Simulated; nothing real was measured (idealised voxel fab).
process module | voxel wiring stack
cross-section cut | 260 nm wide | cells 5 nm
A cross-section is a grid of square cells, given in bands from the top down. A band is one or more rows of cells.
Each band's line starts with the height of the band's top and of its bottom, in nm. Then come its materials from left to right, each with its width in nm. One material with "throughout" fills the band from edge to edge. "air" is empty space.
Height 0 is the level under which the wafer as received is all one material. The lowest band goes on downwards, as in "0 down".
A width such as "30 to 40" changes by the same amount from each row of cells to the next, from the band's top row to its bottom row.
"no change" after a step means that no cell of the cross-section changed.
closed voids: empty space of 8 cells or more with no open way to the top, each as width x height at its distance from the left edge, in nm
after a step's settings: what the simulator itself notes on the step
overlay nm, on a step with a mask: how far to the right of its planned place the mask lay; to the left if negative
plan
1 op RECEIVE | material Si
2 op CONFORMAL_DEP | material SiO2 | thk nm 10
3 op CONFORMAL_DEP | material SiCN | thk nm 5
4 op DIRECTIONAL_DEP | material SiO2 | thk nm 25
5 op MASKED_ETCH | tone open | mask id METAL_1 | width nm 30 | pitch nm 55 | etch materials SiO2 | depth nm 25 | overlay nm 0
6 op MASKED_ETCH | tone open | mask id METAL_1 | width nm 30 | pitch nm 55 | etch materials SiCN | depth nm 5 | overlay nm 0
7 op CONFORMAL_DEP | material TiN | thk nm 5
8 op FILL_DEP | material Cu | thk nm 5
9 op CMP | height nm 40
10 op CONFORMAL_DEP | material SiCN | thk nm 5
11 op DIRECTIONAL_DEP | material SiO2 | thk nm 35
12 op PATTERN | tone open | mask id METAL_2_HOLES | material resist | width nm 15 | pitch nm 55 | thk nm 15 | overlay nm 0
13 op DIRECTIONAL_ETCH | etch materials SiO2 | depth nm 35
14 op STRIP | etch materials resist
15 op PATTERN | tone open | mask id METAL_2 | material resist | width nm 30 | pitch nm 55 | thk nm 20 | overlay nm 0
16 op DIRECTIONAL_ETCH | etch materials SiO2 | depth nm 20
17 op DIRECTIONAL_ETCH | etch materials SiCN | depth nm 5
18 op STRIP | etch materials resist
19 op CONFORMAL_DEP | material TiN | thk nm 5
20 op FILL_DEP | material Ru | thk nm 5
21 op CMP | height nm 80
22 op CONFORMAL_DEP | material SiCN | thk nm 5
23 op DIRECTIONAL_DEP | material SiO2 | thk nm 25
24 op PATTERN | tone open | mask id METAL_3 | material resist | width nm 30 | pitch nm 55 | thk nm 15 | overlay nm 0
25 op DIRECTIONAL_ETCH | etch materials SiO2 | depth nm 15
26 op STRIP | etch materials resist
27 op PATTERN | tone open | mask id METAL_3_HOLES | material resist | width nm 15 | pitch nm 55 | thk nm 20 | overlay nm 0
28 op DIRECTIONAL_ETCH | etch materials SiO2 | depth nm 10
29 op DIRECTIONAL_ETCH | etch materials SiCN | depth nm 5
30 op STRIP | etch materials resist
31 op CONFORMAL_DEP | material TiN | thk nm 5
32 op FILL_DEP | material Ru | thk nm 5
33 op CMP | height nm 110
34 op CONFORMAL_DEP | material SiCN | thk nm 5
as received, after step 1
  0 down: Si throughout
  closed voids: none
first wafer at the end, as planned
  115 to 110: SiCN throughout
  110 to 100: SiO2 30 | TiN 5 | Ru 20 | TiN 5 | SiO2 25 | TiN 5 | Ru 20 | TiN 5 | SiO2 25 | TiN 5 | Ru 20 | TiN 5 | SiO2 25 | TiN 5 | Ru 20 | TiN 5 | SiO2 35
  100 to 95: SiO2 30 | TiN 5 | Ru 5 | TiN 20 | SiO2 25 | TiN 5 | Ru 5 | TiN 20 | SiO2 25 | TiN 5 | Ru 5 | TiN 20 | SiO2 25 | TiN 5 | Ru 5 | TiN 20 | SiO2 35
  95 to 85: SiO2 30 | TiN 5 | Ru 5 | TiN 5 | SiO2 40 | TiN 5 | Ru 5 | TiN 5 | SiO2 40 | TiN 5 | Ru 5 | TiN 5 | SiO2 40 | TiN 5 | Ru 5 | TiN 5 | SiO2 50
  85 to 80: SiCN 30 | TiN 15 | SiCN 40 | TiN 15 | SiCN 40 | TiN 15 | SiCN 40 | TiN 15 | SiCN 50
  80 to 65: SiO2 30 | TiN 5 | Ru 20 | TiN 5 | SiO2 25 | TiN 5 | Ru 20 | TiN 5 | SiO2 25 | TiN 5 | Ru 20 | TiN 5 | SiO2 25 | TiN 5 | Ru 20 | TiN 5 | SiO2 35
  65 to 60: SiO2 30 | TiN 5 | Ru 5 | TiN 20 | SiO2 25 | TiN 5 | Ru 5 | TiN 20 | SiO2 25 | TiN 5 | Ru 5 | TiN 20 | SiO2 25 | TiN 5 | Ru 5 | TiN 20 | SiO2 35
  60 to 45: SiO2 30 | TiN 5 | Ru 5 | TiN 5 | SiO2 40 | TiN 5 | Ru 5 | TiN 5 | SiO2 40 | TiN 5 | Ru 5 | TiN 5 | SiO2 40 | TiN 5 | Ru 5 | TiN 5 | SiO2 50
  45 to 40: SiCN 30 | TiN 15 | SiCN 40 | TiN 15 | SiCN 40 | TiN 15 | SiCN 40 | TiN 15 | SiCN 50
  40 to 15: SiO2 30 | TiN 5 | Cu 20 | TiN 5 | SiO2 25 | TiN 5 | Cu 20 | TiN 5 | SiO2 25 | TiN 5 | Cu 20 | TiN 5 | SiO2 25 | TiN 5 | Cu 20 | TiN 5 | SiO2 35
  15 to 10: SiCN 30 | TiN 30 | SiCN 25 | TiN 30 | SiCN 25 | TiN 30 | SiCN 25 | TiN 30 | SiCN 35
  10 to 0: SiO2 throughout
  0 down: Si throughout
  closed voids: none
second wafer at the end: like start, like plan, one mistake
  115 to 110: SiCN throughout
  110 to 100: SiO2 30 | TiN 5 | Ru 20 | TiN 5 | SiO2 25 | TiN 5 | Ru 20 | TiN 5 | SiO2 25 | TiN 5 | Ru 20 | TiN 5 | SiO2 25 | TiN 5 | Ru 20 | TiN 5 | SiO2 35
  100 to 95: SiO2 30 | TiN 5 | Ru 5 | TiN 20 | SiO2 25 | TiN 5 | Ru 5 | TiN 20 | SiO2 25 | TiN 5 | Ru 5 | TiN 20 | SiO2 25 | TiN 5 | Ru 5 | TiN 20 | SiO2 35
  95 to 85: SiO2 30 | TiN 5 | Ru 5 | TiN 5 | SiO2 40 | TiN 5 | Ru 5 | TiN 5 | SiO2 40 | TiN 5 | Ru 5 | TiN 5 | SiO2 40 | TiN 5 | Ru 5 | TiN 5 | SiO2 50
  85 to 80: SiCN 30 | TiN 15 | SiCN 40 | TiN 15 | SiCN 40 | TiN 15 | SiCN 40 | TiN 15 | SiCN 50
  80 to 65: SiO2 30 | TiN 5 | Ru 20 | TiN 5 | SiO2 25 | TiN 5 | Ru 20 | TiN 5 | SiO2 25 | TiN 5 | Ru 20 | TiN 5 | SiO2 25 | TiN 5 | Ru 20 | TiN 5 | SiO2 35
  65 to 60: SiO2 30 | TiN 5 | Ru 5 | TiN 20 | SiO2 25 | TiN 5 | Ru 5 | TiN 20 | SiO2 25 | TiN 5 | Ru 5 | TiN 20 | SiO2 25 | TiN 5 | Ru 5 | TiN 20 | SiO2 35
  60 to 45: SiO2 30 | TiN 5 | Ru 5 | TiN 5 | SiO2 40 | TiN 5 | Ru 5 | TiN 5 | SiO2 40 | TiN 5 | Ru 5 | TiN 5 | SiO2 40 | TiN 5 | Ru 5 | TiN 5 | SiO2 50
  45 to 40: SiCN 30 | TiN 15 | SiCN 40 | TiN 15 | SiCN 40 | TiN 15 | SiCN 40 | TiN 15 | SiCN 50
  40 to 20: SiO2 40 | TiN 5 | Cu 20 | TiN 5 | SiO2 25 | TiN 5 | Cu 20 | TiN 5 | SiO2 25 | TiN 5 | Cu 20 | TiN 5 | SiO2 25 | TiN 5 | Cu 20 | TiN 5 | SiO2 25
  20 to 15: SiO2 40 | TiN 5 | Cu 10 | TiN 15 | SiO2 25 | TiN 5 | Cu 10 | TiN 15 | SiO2 25 | TiN 5 | Cu 10 | TiN 15 | SiO2 25 | TiN 5 | Cu 10 | TiN 15 | SiO2 25
  15 to 10: SiCN 40 | TiN 20 | SiCN 35 | TiN 20 | SiCN 35 | TiN 20 | SiCN 35 | TiN 20 | SiCN 35
  10 to 0: SiO2 throughout
  0 down: Si throughout
  closed voids: none
what went wrong: step 5 ran as: op MASKED_ETCH | tone open | mask id METAL_1 | width nm 30 | pitch nm 55 | etch materials SiO2 | depth nm 25 | overlay nm 10
at the end the second wafer has, in cells: 8 fewer of Cu | 8 more of SiCN
